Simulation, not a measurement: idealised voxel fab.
process module | voxel double patterning
cross-section cut | 190 nm wide | cells 5 nm
A cross-section is a grid of square cells, given in bands from the top down. A band is one or more rows of cells.
Each band's line starts with the height of the band's top and of its bottom, in nm. Then come its materials from left to right, each with its width in nm. One material with "throughout" fills the band from edge to edge. "air" is empty space.
Height 0 is the level under which the wafer as received is all one material. The lowest band goes on downwards, as in "0 down".
A width such as "30 to 40" changes by the same amount from each row of cells to the next, from the band's top row to its bottom row.
"no change" after a step means that no cell of the cross-section changed.
closed voids: empty space of 8 cells or more with no open way to the top, each as width x height at its distance from the left edge, in nm
after a step's settings: what the simulator itself notes on the step
overlay nm, on a step with a mask: how far to the right of its planned place the mask lay; to the left if negative
plan
1 op RECEIVE | material Si
2 op CONFORMAL_DEP | material SiO2 | thk nm 5
3 op DIRECTIONAL_DEP | material W | thk nm 15
4 op DIRECTIONAL_DEP | material SiN | thk nm 5
5 op MASKED_ETCH | tone open | mask id FIRST | width nm 15 | pitch nm 50 | etch materials SiN | depth nm 10 | overlay nm 0
6 op PATTERN | tone open | mask id SECOND | material resist | width nm 15 | thk nm 20 | overlay nm 0
7 op DIRECTIONAL_ETCH | etch materials SiN | depth nm 10
8 op STRIP | etch materials resist
9 op DIRECTIONAL_ETCH | etch materials W | depth nm 15
10 op STRIP | etch materials SiN
varied across the wafers: thk nm of step 4. The plan shows the first wafer's value. All wafers start alike
first wafer as received, after step 1
  0 down: Si throughout
  closed voids: none
each wafer at the end: cells of each material gained (+) or lost (-) since it was received, then its closed voids
thk nm 5 | +38 SiO2 | +87 W | closed voids: none
thk nm 10 | +38 SiO2 | +87 W | closed voids: none
thk nm 15 | +38 SiO2 | +114 W | closed voids: none
thk nm 20 | +38 SiO2 | +114 W | closed voids: none
thk nm 25 | +38 SiO2 | +114 W | closed voids: none
